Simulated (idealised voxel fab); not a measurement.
The process module presented herein is designated voxel self aligned contacts.
In the cross-section labelled cut, the width is 300 nm and each square cell is 5 nm.
For the purposes of this document, a cross-section shall be understood as a grid of square cells, specified as bands listed in top-to-bottom order, each band consisting of one or more rows of cells.
Look at the band entry: it leads with the top's height and the bottom's height in nm. Then it lists the materials left to right, with a width in nm for each. The word "throughout" on a single material says that material fills the band edge to edge. The word "blank" is empty space.
All heights in this document are referenced to 0, defined as the level beneath which the wafer, as received, consists entirely of one material. The lowest band is not bounded below; it extends indefinitely downward and is written in the form "0 -> down".
Quick explanation for "30..40": the width changes in equal steps down the rows of cells, from the first number in the band's top row to the second number in its bottom row.
No cell of the cross-section changed in a step that is given as "everything unchanged".
In the "Enclosed internal cavities" entry, you get each enclosed empty space of 8 cells or more, one with no open way to the top, written width x height at distance, distance from the left edge, in nm.
Step line, after settings: the simulator's comment on this step.
You can add "overlay nm" to a step's line. For a step with a mask, it describes how far the mask lay to the right of its planned position, and a negative number describes a lay to the left.

**Steps planned for the process**
1: RECEIVE (material Si)
2: OXIDIZE (depth nm 5)
3: DIRECTIONAL_DEP (material polySi; thk nm 30)
4: DIRECTIONAL_DEP (material SiN; thk nm 15)
5: DIRECTIONAL_DEP (material aC; thk nm 15)
6: PATTERN (tone cover; mask id GATE; material resist; width nm 30; pitch nm 55; thk nm 30; overlay nm 0)
7: DIRECTIONAL_ETCH (etch materials aC; depth nm 15)
8: STRIP (etch materials resist)
9: DIRECTIONAL_ETCH (etch materials SiN; depth nm 15)
10: DIRECTIONAL_ETCH (etch materials polySi; depth nm 30)
11: STRIP (etch materials aC)
12: CONFORMAL_DEP (material SiN; thk nm 5)
13: DIRECTIONAL_ETCH (etch materials SiN; depth nm 5)
14: FILL_DEP (material SiO2; thk nm 15)
15: CMP (height nm 50)
16: MASKED_ETCH (tone open; mask id CONTACT; width nm 35; etch materials SiO2; depth nm 55; overlay nm 0)
17: CONFORMAL_DEP (material TiN; thk nm 5)
18: FILL_DEP (material Ru; thk nm 5)
19: CMP (height nm 50)
20: CONFORMAL_DEP (material SiCN; thk nm 5)

**Received-state cross-section, reflecting completion of step 1**
- 0 -> down = Si throughout
- Enclosed internal cavities: none

**End-of-module XS, first of two wafers, run as planned**
- 55 -> 50 = SiCN throughout
- 50 -> 45 = SiO2 (130), then TiN (15), then Ru (5), then TiN (15), then SiO2 (135)
- 45 -> 30 = SiO2 (100), then SiN (40), then TiN (5), then Ru (5), then TiN (5), then SiN (40), then SiO2 (105)
- 30 -> 0 = SiO2 (100), then SiN (5), then polySi (30), then SiN (5), then TiN (5), then Ru (5), then TiN (5), then SiN (5), then polySi (30), then SiN (5), then SiO2 (105)
- 0 -> -5 = SiO2 (140), then TiN (15), then SiO2 (145)
- -5 -> down = Si throughout
- Enclosed internal cavities: none

**Second wafer cross-section at end of module - shared start and plan with the first, one mistake in the run**
- 55 -> 50 = SiCN throughout
- 50 -> 45 = SiO2 (100), then SiN (40), then TiN (15), then SiN (40), then SiO2 (105)
- 45 -> 30 = SiN throughout
- 30 -> 0 = polySi throughout
- 0 -> -5 = SiO2 throughout
- -5 -> down = Si throughout
- Enclosed internal cavities: none
Against the plan, the run slipped here: heads up, step 4 of the plan got done twice
Bottom line after processing is that, in cells, the second wafer is up or down on some materials versus the first: -10 Ru; +124 SiN; -378 SiO2; -24 TiN; +288 polySi
